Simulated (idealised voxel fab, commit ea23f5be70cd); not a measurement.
The name of this process module is voxel tone inversion.
Section cut is 220 nm wide and gridded with 5 nm square cells.
This document writes a cross-section as a grid whose cells are square, and gives it as bands, listed from the top down; one or more rows of cells form a band.
A band entry consists of two parts. The first gives the height of the band's top and the height of its bottom, in nm. The rest lists the band's materials from left to right, each with its width in nm. A single material labelled with the word "throughout" fills the band from edge to edge, and the word "air" marks empty space.
Height 0 is the level under which the wafer as received is all one material. The lowest band goes on downwards, as in "0 -> down".
The expression "30..40" gives the width at the extremes of the band, the first number at its top row of cells and the second at its bottom row, with the width changing by equal amounts from each row to the next in between.
The designation "identical to before", where it is given for a processing step, indicates that no cell of the cross-section was altered in the course of that step.
The list in "Closed cavities" covers empty spaces of 8 cells or more that cannot reach the top through any open way, and it gives each as width x height at distance; the distance is from the left edge, and width, height and distance are in nm.
What comes after the settings on a step's line is commentary from the simulator itself on that step.
The "overlay nm" setting may appear on a step's line; for a step that uses a mask, it gives how far to the right of its planned position the mask lay, and a negative value indicates the left.
The steps planned for the process are as follows:
| 1 | RECEIVE (material Si) |
| 2 | CONFORMAL_DEP (material SiN; thk nm 5) |
| 3 | DIRECTIONAL_DEP (material polySi; thk nm 15) |
| 4 | PATTERN (tone cover; mask id POSTS; material resist; width nm 20; pitch nm 40; thk nm 25; overlay nm 0) |
| 5 | DIRECTIONAL_ETCH (etch materials polySi; depth nm 15) |
| 6 | STRIP (etch materials resist) |
| 7 | FILL_DEP (material lowk; thk nm 10) |
| 8 | CMP (height nm 20) |
| 9 | STRIP (etch materials polySi) |
Cross-section: wafer on arrival = after step 1:
* 0 -> down = Si throughout
* Closed cavities: none
End-of-module cross-section. Starting structure and process plan as above; one mistake made in running it:
* 20 -> 5 = lowk throughout
* 5 -> 0 = SiN throughout
* 0 -> down = Si throughout
* Closed cavities: none
Heads up, the wafer didn't run the way we planned it: off-plan run, step 3, actual operation and settings DIRECTIONAL_DEP (material lowk; thk nm 15)
